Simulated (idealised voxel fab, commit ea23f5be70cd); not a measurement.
Herein follows the process module entitled voxel tone inversion.
295 nm wide, 5 nm square cells: that's cross-section cut.
Cross-section layout: square cells on a grid; listed as bands, top to bottom; a band spans one or more cell rows.
Within each band entry, the heights of the top and of the bottom of the band appear first, in that order and in nm; the materials of the band then follow from left to right, each with its corresponding width in nm. The designation "full width" on a single material indicates that it fills the band from edge to edge; the designation "empty" indicates empty space.
Zero point of the height axis is 0; under it, received wafer = one material. Lowest band: continues down indefinitely, "z 0 and below".
The expression "30..40" gives the width at the extremes of the band, the first number at its top row of cells and the second at its bottom row, with the width changing by equal amounts from each row to the next in between.
The designation "no modification", where it is given for a processing step, indicates that no cell of the cross-section was altered in the course of that step.
"Sealed cavities": sealed empty spaces, 8 cells or more, no open way to top, listed width x height at distance, with distance from the left edge and width, height and distance in nm.
On each step's line, the part that comes after the settings is the simulator's own comment on the step.
overlay nm: right-of-plan distance of the mask on a masked step; negative values mean left-of-plan.
[Process steps (planned)]
1. RECEIVE [material Si]
2. CONFORMAL_DEP [material SiN] [thk nm 5]
3. DIRECTIONAL_DEP [material aC] [thk nm 20]
4. PATTERN [tone cover] [mask id POSTS] [material resist] [width nm 15] [pitch nm 30] [thk nm 25] [overlay nm 0]
5. DIRECTIONAL_ETCH [etch materials aC] [depth nm 20]
6. STRIP [etch materials resist]
7. FILL_DEP [material SiO2] [thk nm 5]
8. CMP [height nm 25]
9. STRIP [etch materials aC]
[The cross-section here shows the wafer as received, i.e. in its state after step 1]
	z 0 and below  Si full width
	Sealed cavities: none
[First of two wafers, end-of-module section, run followed plan]
	z 25 to 5  SiO2 110 | empty 15 | SiO2 15 | empty 15 | SiO2 15 | empty 15 | SiO2 110
	z 5 to 0  SiN full width
	z 0 and below  Si full width
	Sealed cavities: none
[Second wafer of the two, sectioned at the end of the module. It began like the first and followed the same plan, but one mistake was made while running it]
	z 25 to 5  empty 110 | aC 15 | empty 15 | aC 15 | empty 15 | aC 15 | empty 110
	z 5 to 0  SiN full width
	z 0 and below  Si full width
	Sealed cavities: none
What was done differently from what was planned? note that step 9 departed from the planned setting and was carried out as STRIP [etch materials SiO2]
Counted in cells at the end, the second wafer holds more or fewer of these materials than the first: 200 fewer of SiO2; 36 more of aC
